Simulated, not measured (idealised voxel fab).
process module | voxel ribs on slabs
cross-section cut | 190 nm wide | cells 5 nm
A cross-section is a grid of square cells, given in bands from the top down. A band is one or more rows of cells.
Each band's line starts with the height of the band's top and of its bottom, in nm. Then come its materials from left to right, each with its width in nm. One material with "throughout" fills the band from edge to edge. "air" is empty space.
Height 0 is the level under which the wafer as received is all one material. The lowest band goes on downwards, as in "0 down".
A width such as "30 to 40" changes by the same amount from each row of cells to the next, from the band's top row to its bottom row.
"no change" after a step means that no cell of the cross-section changed.
closed voids: empty space of 8 cells or more with no open way to the top, each as width x height at its distance from the left edge, in nm
after a step's settings: what the simulator itself notes on the step
overlay nm, on a step with a mask: how far to the right of its planned place the mask lay; to the left if negative
plan
1 op RECEIVE | material Si
2 op DIRECTIONAL_DEP | material SiO2 | thk nm 20
3 op DIRECTIONAL_DEP | material SiN | thk nm 20
4 op DIRECTIONAL_DEP | material aC | thk nm 15
5 op PATTERN | tone cover | mask id RIB | material resist | width nm 20 | thk nm 30 | overlay nm 0
6 op DIRECTIONAL_ETCH | etch materials aC | depth nm 15
7 op STRIP | etch materials resist
8 op DIRECTIONAL_ETCH | etch materials SiN | depth nm 10
9 op STRIP | etch materials aC
10 op PATTERN | tone cover | mask id SLAB | material resist | width nm 70 | thk nm 15 | overlay nm 0
11 op DIRECTIONAL_ETCH | etch materials SiN | depth nm 10
12 op STRIP | etch materials resist
13 op FILL_DEP | material SiO2 | thk nm 30
14 op CMP | height nm 60
15 op DIRECTIONAL_DEP | material W | thk nm 5
16 op DIRECTIONAL_DEP | material aC | thk nm 15
17 op PATTERN | tone cover | mask id HEATER | material resist | width nm 30 | thk nm 30 | overlay nm 0
18 op DIRECTIONAL_ETCH | etch materials aC | depth nm 15
19 op STRIP | etch materials resist
20 op DIRECTIONAL_ETCH | etch materials W | depth nm 5
21 op STRIP | etch materials aC
22 op CONFORMAL_DEP | material SiN | thk nm 5
first wafer, as planned
as received, after step 1
  0 down: Si throughout
  closed voids: none
after step 2
  20 to 0: SiO2 throughout
  below 0: unchanged
after step 3
  40 to 20: SiN throughout
  below 20: unchanged
after step 4
  55 to 40: aC throughout
  below 40: unchanged
after step 5
  85 to 55: air 85 | resist 20 | air 85
  below 55: unchanged
after step 6
  70 to 55: air 85 | resist 20 | air 85
  55 to 40: air 85 | aC 20 | air 85
  below 40: unchanged
after step 7
  55 to 40: air 85 | aC 20 | air 85
  below 40: unchanged
after step 8
  55 to 40: air 85 | aC 20 | air 85
  40 to 30: air 85 | SiN 20 | air 85
  below 30: unchanged
after step 9
  40 to 30: air 85 | SiN 20 | air 85
  below 30: unchanged
after step 10
  55 to 40: air 60 | resist 70 | air 60
  40 to 30: air 60 | resist 25 | SiN 20 | resist 25 | air 60
  below 30: unchanged
after step 11
  55 to 40: air 60 | resist 70 | air 60
  40 to 30: air 60 | resist 25 | SiN 20 | resist 25 | air 60
  30 to 20: air 60 | SiN 70 | air 60
  below 20: unchanged
after step 12
  40 to 30: air 85 | SiN 20 | air 85
  below 30: unchanged
after step 13
  70 to 40: SiO2 throughout
  40 to 30: SiO2 85 | SiN 20 | SiO2 85
  30 to 20: SiO2 60 | SiN 70 | SiO2 60
  below 20: unchanged
after step 14
  60 to 40: SiO2 throughout
  below 40: unchanged
after step 15
  65 to 60: W throughout
  below 60: unchanged
after step 16
  80 to 65: aC throughout
  below 65: unchanged
after step 17
  110 to 80: air 80 | resist 30 | air 80
  below 80: unchanged
after step 18
  95 to 80: air 80 | resist 30 | air 80
  80 to 65: air 80 | aC 30 | air 80
  below 65: unchanged
after step 19
  80 to 65: air 80 | aC 30 | air 80
  below 65: unchanged
after step 20
  80 to 65: air 80 | aC 30 | air 80
  65 to 60: air 80 | W 30 | air 80
  below 60: unchanged
after step 21
  65 to 60: air 80 | W 30 | air 80
  below 60: unchanged
after step 22
  70 to 65: air 75 | SiN 40 | air 75
  65 to 60: SiN 80 | W 30 | SiN 80
  below 60: unchanged
second wafer: like start, like plan, one mistake. Through step 2 it matches the first wafer
when step 3 should have ended
  35 to 20: aC throughout
  below 20: unchanged
when step 4 should have ended
  55 to 35: SiN throughout
  below 35: unchanged
when step 5 should have ended
  85 to 55: air 85 | resist 20 | air 85
  below 55: unchanged
when step 6 should have ended
  70 to 55: air 85 | resist 20 | air 85
  below 55: unchanged
when step 7 should have ended
  55 to 35: SiN throughout
  below 35: unchanged
when step 8 should have ended
  45 to 35: SiN throughout
  below 35: unchanged
when step 9 should have ended: no change
when step 10 should have ended
  60 to 45: air 60 | resist 70 | air 60
  below 45: unchanged
when step 11 should have ended
  60 to 45: air 60 | resist 70 | air 60
  45 to 35: air 60 | SiN 70 | air 60
  below 35: unchanged
when step 12 should have ended
  45 to 35: air 60 | SiN 70 | air 60
  below 35: unchanged
when step 13 should have ended
  75 to 45: SiO2 throughout
  45 to 35: SiO2 60 | SiN 70 | SiO2 60
  below 35: unchanged
when step 14 should have ended
  60 to 45: SiO2 throughout
  below 45: unchanged
when step 15 should have ended
  65 to 60: W throughout
  below 60: unchanged
when step 16 should have ended
  80 to 65: aC throughout
  below 65: unchanged
when step 17 should have ended
  110 to 80: air 80 | resist 30 | air 80
  below 80: unchanged
when step 18 should have ended
  95 to 80: air 80 | resist 30 | air 80
  80 to 65: air 80 | aC 30 | air 80
  below 65: unchanged
when step 19 should have ended
  80 to 65: air 80 | aC 30 | air 80
  below 65: unchanged
when step 20 should have ended
  80 to 65: air 80 | aC 30 | air 80
  65 to 60: air 80 | W 30 | air 80
  below 60: unchanged
when step 21 should have ended
  65 to 60: air 80 | W 30 | air 80
  below 60: unchanged
when step 22 should have ended
  70 to 65: air 75 | SiN 40 | air 75
  65 to 60: SiN 80 | W 30 | SiN 80
  below 60: unchanged
what went wrong: steps 3 and 4 were swapped
at the end the second wafer has, in cells: 8 fewer of SiN | 106 fewer of SiO2 | 114 more of aC
